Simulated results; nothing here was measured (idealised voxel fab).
process module | voxel capacitor over wiring
cross-section cut | 240 nm wide | cells 5 nm
A cross-section is a grid of square cells, given in bands from the top down. A band is one or more rows of cells.
Each band's line starts with the height of the band's top and of its bottom, in nm. Then come its materials from left to right, each with its width in nm. One material with "throughout" fills the band from edge to edge. "air" is empty space.
Height 0 is the level under which the wafer as received is all one material. The lowest band goes on downwards, as in "0 down".
A width such as "30 to 40" changes by the same amount from each row of cells to the next, from the band's top row to its bottom row.
"no change" after a step means that no cell of the cross-section changed.
closed voids: empty space of 8 cells or more with no open way to the top, each as width x height at its distance from the left edge, in nm
after a step's settings: what the simulator itself notes on the step
overlay nm, on a step with a mask: how far to the right of its planned place the mask lay; to the left if negative
plan
1 op RECEIVE | material Si
2 op CONFORMAL_DEP | material SiO2 | thk nm 15
3 op DIRECTIONAL_DEP | material TiN | thk nm 5
4 op DIRECTIONAL_DEP | material W | thk nm 25
5 op PATTERN | tone cover | mask id METAL_1 | material resist | width nm 25 | pitch nm 90 | thk nm 20 | overlay nm 0
6 op DIRECTIONAL_ETCH | etch materials W | depth nm 25
7 op DIRECTIONAL_ETCH | etch materials TiN | depth nm 5
8 op STRIP | etch materials resist
9 op CONFORMAL_DEP | material SiN | thk nm 5
10 op FILL_DEP | material lowk | thk nm 5
11 op CMP | height nm 45
12 op CONFORMAL_DEP | material SiCN | thk nm 5
13 op DIRECTIONAL_DEP | material SiO2 | thk nm 15
14 op DIRECTIONAL_DEP | material aC | thk nm 15
15 op PATTERN | tone open | mask id PLUG_1 | material resist | width nm 15 | thk nm 30 | overlay nm 0
16 op DIRECTIONAL_ETCH | etch materials aC | depth nm 15
17 op STRIP | etch materials resist
18 op DIRECTIONAL_ETCH | etch materials SiO2 | depth nm 15
19 op DIRECTIONAL_ETCH | etch materials SiCN | depth nm 5
20 op STRIP | etch materials aC
21 op CONFORMAL_DEP | material TiN | thk nm 5
22 op FILL_DEP | material Ru | thk nm 10
23 op CMP | height nm 65
24 op DIRECTIONAL_DEP | material TiN | thk nm 5
25 op DIRECTIONAL_DEP | material Al2O3 | thk nm 5
26 op DIRECTIONAL_DEP | material TiN | thk nm 5
27 op DIRECTIONAL_DEP | material aC | thk nm 10
28 op PATTERN | tone cover | mask id UPPER_PLATE | material resist | width nm 70 | thk nm 25 | overlay nm 0
29 op DIRECTIONAL_ETCH | etch materials aC | depth nm 10
30 op STRIP | etch materials resist
31 op DIRECTIONAL_ETCH | etch materials TiN | depth nm 5
32 op DIRECTIONAL_ETCH | etch materials Al2O3 | depth nm 5
33 op STRIP | etch materials aC
34 op PATTERN | tone cover | mask id LOWER_PLATE | material resist | width nm 80 | thk nm 15 | overlay nm 0
35 op DIRECTIONAL_ETCH | etch materials TiN | depth nm 5
36 op STRIP | etch materials resist
37 op FILL_DEP | material SiO2 | thk nm 15
38 op CMP | height nm 90
39 op PATTERN | tone open | mask id PLUG_2 | material resist | width nm 15 | thk nm 15 | overlay nm 0
40 op DIRECTIONAL_ETCH | etch materials SiO2 | depth nm 10
41 op STRIP | etch materials resist
42 op CONFORMAL_DEP | material TiN | thk nm 5
43 op FILL_DEP | material Ru | thk nm 5
44 op CMP | height nm 90
45 op CONFORMAL_DEP | material SiN | thk nm 5
as received, after step 1
  0 down: Si throughout
  closed voids: none
first wafer at the end, as planned
  95 to 90: SiN throughout
  90 to 85: SiO2 80 | TiN 5 | Ru 5 | TiN 5 | SiO2 145
  85 to 75: SiO2 80 to 70 | TiN 15 to 70 | SiO2 145 to 100
  75 to 70: SiO2 70 | Al2O3 70 | SiO2 100
  70 to 65: SiO2 65 | TiN 80 | SiO2 95
  65 to 50: SiO2 70 | TiN 5 | Ru 5 | TiN 5 | SiO2 155
  50 to 45: SiCN 70 | TiN 15 | SiCN 155
  45 to 20: lowk 55 | SiN 5 | W 25 | SiN 5 | lowk 55 | SiN 5 | W 25 | SiN 5 | lowk 60
  20 to 15: SiN 60 | TiN 25 | SiN 65 | TiN 25 | SiN 65
  15 to 0: SiO2 throughout
  0 down: Si throughout
  closed voids: none
second wafer at the end: like start, like plan, one mistake
  95 to 90: SiN throughout
  90 to 85: SiO2 70 | TiN 5 | Ru 5 | TiN 5 | SiO2 155
  85 to 75: SiO2 70 | TiN 15 to 70 | SiO2 155 to 100
  75 to 70: SiO2 70 | Al2O3 70 | SiO2 100
  70 to 65: SiO2 65 | TiN 80 | SiO2 95
  65 to 50: SiO2 70 | TiN 5 | Ru 5 | TiN 5 | SiO2 155
  50 to 45: SiCN 70 | TiN 15 | SiCN 155
  45 to 20: lowk 55 | SiN 5 | W 25 | SiN 5 | lowk 55 | SiN 5 | W 25 | SiN 5 | lowk 60
  20 to 15: SiN 60 | TiN 25 | SiN 65 | TiN 25 | SiN 65
  15 to 0: SiO2 throughout
  0 down: Si throughout
  closed voids: none
what went wrong: step 39 ran as: op PATTERN | tone open | mask id PLUG_2 | material resist | width nm 15 | thk nm 15 | overlay nm -10
at the end the second wafer has, in cells: as many of each material as the first, in other places
